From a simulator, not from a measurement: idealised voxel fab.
Process module heading - voxel trench capacitor
Each square cell in cross-section cut measures 5 nm, and the section as a whole is 265 nm wide.
Cross-section = grid of square cells, listed top down in bands; band = one or more rows.
The entry gives the band's vertical extent as a top height and a bottom height in nm, then its horizontal make-up as materials from left to right, each with a width in nm. "empty" stands for empty space; a single material marked "edge to edge" fills the band edge to edge.
Height datum 0, below which the as-received substrate wafer is one material. Lowest band open at the bottom, running downward: "0 nm and below".
The width entry "30..40" should be interpreted row by row: the top row of cells in the band takes the first number, the bottom row takes the second number, and the change between adjacent rows is uniform throughout.
What does "no modification" mean for a step? It means no cell of the cross-section changed in that step.
"Sealed void listing": empty spaces of 8 cells or more with no open way to the top, each given as width x height at distance, distance from the left edge, all in nm.
Past the settings on a step's line: simulator remark, on that step.
Regarding "overlay nm": on a step with a mask, it is the distance the mask lay to the right of its planned place; a negative value places it to the left.
The process steps that were planned are listed below
| 1 | RECEIVE: material Si |
| 2 | CONFORMAL_DEP: material SiN, thk nm 5 |
| 3 | MASKED_ETCH: tone open, mask id TRENCH, width nm 25, pitch nm 45, etch materials SiN, depth nm 5, overlay nm 0 |
| 4 | MASKED_ETCH: tone open, mask id TRENCH, width nm 25, pitch nm 45, etch materials Si, depth nm 30, overlay nm 0 |
| 5 | CONFORMAL_DEP: material HfO2, thk nm 5 |
| 6 | CONFORMAL_DEP: material TiN, thk nm 5 |
| 7 | FILL_DEP: material W, thk nm 5 |
| 8 | CMP: height nm 5 |
Delivered wafer in cross-section: state after step 1
0 nm and below = Si edge to edge
Sealed void listing: none
Looking at the first of two wafers in cross-section at end of module - ran to plan
5 nm to 0 nm = SiN: 75, HfO2: 5, TiN: 5, W: 5, TiN: 5, HfO2: 5, SiN: 20, HfO2: 5, TiN: 5, W: 5, TiN: 5, HfO2: 5, SiN: 20, HfO2: 5, TiN: 5, W: 5, TiN: 5, HfO2: 5, SiN: 75
0 nm to -20 nm = Si: 75, HfO2: 5, TiN: 5, W: 5, TiN: 5, HfO2: 5, Si: 20, HfO2: 5, TiN: 5, W: 5, TiN: 5, HfO2: 5, Si: 20, HfO2: 5, TiN: 5, W: 5, TiN: 5, HfO2: 5, Si: 75
-20 nm to -25 nm = Si: 75, HfO2: 5, TiN: 15, HfO2: 5, Si: 20, HfO2: 5, TiN: 15, HfO2: 5, Si: 20, HfO2: 5, TiN: 15, HfO2: 5, Si: 75
-25 nm to -30 nm = Si: 75, HfO2: 25, Si: 20, HfO2: 25, Si: 20, HfO2: 25, Si: 75
-30 nm and below = Si edge to edge
Sealed void listing: none
Wafer two (of two), end-of-module cross-section: start = wafer one, plan = wafer one, one run mistake
5 nm to 0 nm = SiN: 75, TiN: 5, W: 15, TiN: 5, SiN: 20, TiN: 5, W: 15, TiN: 5, SiN: 20, TiN: 5, W: 15, TiN: 5, SiN: 75
0 nm to -25 nm = Si: 75, TiN: 5, W: 15, TiN: 5, Si: 20, TiN: 5, W: 15, TiN: 5, Si: 20, TiN: 5, W: 15, TiN: 5, Si: 75
-25 nm to -30 nm = Si: 75, TiN: 25, Si: 20, TiN: 25, Si: 20, TiN: 25, Si: 75
-30 nm and below = Si edge to edge
Sealed void listing: none
Heads up, the wafer didn't run the way we planned it: step 5 of the plan was excluded from execution and never run
Final tally in cells, some materials are higher or lower on the second wafer than on the first: HfO2 -51 | TiN +12 | W +39
